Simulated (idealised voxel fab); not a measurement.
The following process module bears the name voxel self aligned vias.
cross-section cut | 200 nm wide | cells 5 nm
Throughout this document, each cross-section is represented as a grid of square cells and is presented as a sequence of bands enumerated from the top downward, where a band comprises one or more rows of cells.
Each band's line starts with the height of the band's top and of its bottom, in nm. Then come its materials from left to right, each with its width in nm. One material with "full width" fills the band from edge to edge. "empty" is empty space.
The level at which height equals 0 is the one under which the wafer, as it arrives, is entirely one material. No lower edge exists for the bottom band, which continues downward and is notated as in "from 0 down".
It should be noted that a width expressed as "30->40" varies in equal increments from row to row of cells within the band, taking the value of the first number at the top row and that of the second number at the bottom row.
"nothing got changed" means the step left every cell of the cross-section as it was.
Under "Listed closed voids" you'll find the enclosed gaps, the ones with no way out to the top, that are 8 cells or bigger; each reads width x height at distance, with distance counted from the left edge, everything in nm.
Formally, on a step line, whatever follows the settings is a remark that the simulator itself makes on the step.
overlay nm: on a step with a mask, how far right of its planned place the mask lay; negative means left.
Process steps - plan:
| 1 | RECEIVE [material Si] |
| 2 | CONFORMAL_DEP [material SiO2] [thk nm 15] |
| 3 | CONFORMAL_DEP [material SiCN] [thk nm 5] |
| 4 | DIRECTIONAL_DEP [material SiO2] [thk nm 20] |
| 5 | DIRECTIONAL_DEP [material aC] [thk nm 10] |
| 6 | PATTERN [tone open] [mask id LINES] [material resist] [width nm 20] [pitch nm 65] [thk nm 25] [overlay nm 0] |
| 7 | DIRECTIONAL_ETCH [etch materials aC] [depth nm 10] |
| 8 | STRIP [etch materials resist] |
| 9 | DIRECTIONAL_ETCH [etch materials SiO2] [depth nm 20] |
| 10 | STRIP [etch materials aC] |
| 11 | CONFORMAL_DEP [material TiN] [thk nm 5] |
| 12 | FILL_DEP [material Ru] [thk nm 5] |
| 13 | CMP [height nm 40] |
| 14 | SELECTIVE_ETCH [etch materials W Ru TiN] [depth nm 10] |
| 15 | FILL_DEP [material SiN] [thk nm 5] |
| 16 | CMP [height nm 40] |
| 17 | DIRECTIONAL_DEP [material SiO2] [thk nm 20] |
| 18 | PATTERN [tone open] [mask id VIAS] [material resist] [width nm 40] [pitch nm 65] [thk nm 20] [overlay nm 0] |
| 19 | DIRECTIONAL_ETCH [etch materials SiO2] [depth nm 20] |
| 20 | DIRECTIONAL_ETCH [etch materials SiN] [depth nm 10] |
| 21 | STRIP [etch materials resist] |
| 22 | CONFORMAL_DEP [material TiN] [thk nm 5] |
| 23 | FILL_DEP [material W] [thk nm 10] |
| 24 | CMP [height nm 60] |
| 25 | CONFORMAL_DEP [material SiN] [thk nm 5] |
Cross-section, incoming material, after step 1:
* from 0 down: Si full width
* Listed closed voids: none
The first of two wafers, cross-sectioned at the end of the module, with the run proceeding as planned:
* from 65 to 60: SiN full width
* from 60 to 45: SiO2 45 | TiN 5 | W 30 | TiN 5 | SiO2 25 | TiN 5 | W 30 | TiN 5 | SiO2 50
* from 45 to 35: SiO2 45->55 | TiN 15->5 | W 10 | TiN 15->5 | SiO2 25->45 | TiN 15->5 | W 10 | TiN 15->5 | SiO2 50->60
* from 35 to 30: SiO2 55 | TiN 20 | SiO2 45 | TiN 20 | SiO2 60
* from 30 to 25: SiO2 55 | TiN 5 | Ru 10 | TiN 5 | SiO2 45 | TiN 5 | Ru 10 | TiN 5 | SiO2 60
* from 25 to 20: SiO2 55 | TiN 20 | SiO2 45 | TiN 20 | SiO2 60
* from 20 to 15: SiCN full width
* from 15 to 0: SiO2 full width
* from 0 down: Si full width
* Listed closed voids: none
Module end: cross-section of wafer two of two. Same start and process plan as the first wafer. One mistake during execution:
* from 65 to 60: SiN full width
* from 60 to 45: SiO2 45 | TiN 5 | W 30 | TiN 5 | SiO2 25 | TiN 5 | W 30 | TiN 5 | SiO2 50
* from 45 to 40: SiO2 45 | TiN 15 | W 10 | TiN 15 | SiO2 25 | TiN 15 | W 10 | TiN 15 | SiO2 50
* from 40 to 35: SiO2 55 | TiN 20 | SiO2 45 | TiN 20 | SiO2 60
* from 35 to 30: SiCN full width
* from 30 to 0: SiO2 full width
* from 0 down: Si full width
* Listed closed voids: none
Diagnosis: plan step 2 ran twice
The second wafer ends with more or fewer cells of some materials than the first, per final count: Ru: 4 fewer | SiO2: 24 more | TiN: 16 fewer | W: 4 fewer
